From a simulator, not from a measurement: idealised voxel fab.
process module | voxel transistor to metal
cross-section cut | 150 nm wide | cells 5 nm
A cross-section is a grid of square cells, given in bands from the top down. A band is one or more rows of cells.
Each band's line starts with the height of the band's top and of its bottom, in nm. Then come its materials from left to right, each with its width in nm. One material with "throughout" fills the band from edge to edge. "air" is empty space.
Height 0 is the level under which the wafer as received is all one material. The lowest band goes on downwards, as in "0 down".
A width such as "30 to 40" changes by the same amount from each row of cells to the next, from the band's top row to its bottom row.
"no change" after a step means that no cell of the cross-section changed.
closed voids: empty space of 8 cells or more with no open way to the top, each as width x height at its distance from the left edge, in nm
after a step's settings: what the simulator itself notes on the step
overlay nm, on a step with a mask: how far to the right of its planned place the mask lay; to the left if negative
plan
1 op RECEIVE | material Si
2 op OXIDIZE | depth nm 5
3 op CONFORMAL_DEP | material SiN | thk nm 15
4 op DIRECTIONAL_DEP | material aC | thk nm 15
5 op PATTERN | tone cover | mask id ACTIVE | material resist | width nm 95 | thk nm 30 | overlay nm 0
6 op DIRECTIONAL_ETCH | etch materials aC | depth nm 15
7 op STRIP | etch materials resist
8 op DIRECTIONAL_ETCH | etch materials SiN | depth nm 15
9 op DIRECTIONAL_ETCH | etch materials SiO2 | depth nm 5
10 op DIRECTIONAL_ETCH | etch materials Si | depth nm 35
11 op STRIP | etch materials aC
12 op OXIDIZE | depth nm 5
13 op FILL_DEP | material SiO2 | thk nm 5
14 op CMP | height nm 15
15 op SELECTIVE_ETCH | etch materials SiO2 | depth nm 5
16 op STRIP | etch materials SiN
17 op SELECTIVE_ETCH | etch materials SiO2 | depth nm 5
18 op OXIDIZE | depth nm 5
19 op DIRECTIONAL_DEP | material polySi | thk nm 25
20 op DIRECTIONAL_DEP | material SiCN | thk nm 15
21 op DIRECTIONAL_DEP | material aC | thk nm 10
22 op PATTERN | tone cover | mask id GATE | material resist | width nm 15 | thk nm 30 | overlay nm 0
23 op DIRECTIONAL_ETCH | etch materials aC | depth nm 10
24 op STRIP | etch materials resist
25 op DIRECTIONAL_ETCH | etch materials SiCN | depth nm 25
26 op DIRECTIONAL_ETCH | etch materials polySi | depth nm 35
27 op STRIP | etch materials aC
28 op CONFORMAL_DEP | material SiO2 | thk nm 5
29 op DIRECTIONAL_ETCH | etch materials SiO2 | depth nm 5
30 op CONFORMAL_DEP | material SiN | thk nm 10
31 op DIRECTIONAL_ETCH | etch materials SiN | depth nm 10
32 op DIRECTIONAL_ETCH | etch materials SiO2 | depth nm 5
33 op EPI | material SiGe | thk nm 5
34 op FILL_DEP | material SiO2 | thk nm 10
35 op CMP | height nm 35
36 op DIRECTIONAL_DEP | material SiO2 | thk nm 15
37 op MASKED_ETCH | tone open | mask id CONTACT | width nm 30 | pitch nm 55 | etch materials SiO2 | depth nm 55 | overlay nm 0
38 op CONFORMAL_DEP | material TiN | thk nm 5
39 op FILL_DEP | material W | thk nm 5
40 op CMP | height nm 50
41 op CONFORMAL_DEP | material SiN | thk nm 5
42 op DIRECTIONAL_DEP | material lowk | thk nm 15
43 op MASKED_ETCH | tone open | mask id METAL_1 | width nm 15 | pitch nm 70 | etch materials lowk | depth nm 15 | overlay nm 0
44 op MASKED_ETCH | tone open | mask id METAL_1 | width nm 15 | pitch nm 70 | etch materials SiN | depth nm 5 | overlay nm 0
45 op CONFORMAL_DEP | material TiN | thk nm 5
46 op FILL_DEP | material Cu | thk nm 5
47 op CMP | height nm 70
48 op CONFORMAL_DEP | material SiCN | thk nm 5
as received, after step 1
  0 down: Si throughout
  closed voids: none
a wafer at the end: this start, this plan, one mistake
  75 to 70: SiCN throughout
  70 to 55: lowk 30 | TiN 5 | Cu 5 | TiN 5 | lowk 55 | TiN 5 | Cu 5 | TiN 5 | lowk 35
  55 to 50: SiN 30 | TiN 15 | SiN 55 | TiN 15 | SiN 35
  50 to 35: SiO2 30 | TiN 5 | W 20 | TiN 5 | SiO2 25 | TiN 5 | W 20 | TiN 5 | SiO2 35
  35 to 20: SiO2 30 | TiN 5 | W 20 | TiN 5 | SiO2 5 | SiCN 15 | SiO2 5 | TiN 5 | W 20 | TiN 5 | SiO2 35
  20 to 0: SiO2 30 | TiN 5 | W 20 | TiN 5 | SiO2 5 | polySi 15 | SiO2 5 | TiN 5 | W 20 | TiN 5 | SiO2 35
  0 to -5: SiO2 30 | TiN 30 | SiO2 5 | polySi 15 | SiO2 5 | TiN 30 | SiO2 35
  -5 to -10: SiO2 25 | SiGe 35 | SiO2 25 | SiGe 35 | SiO2 30
  -10 to -45: SiO2 30 | Si 85 | SiO2 35
  -45 down: Si throughout
  closed voids: none
what went wrong: step 30 was left out
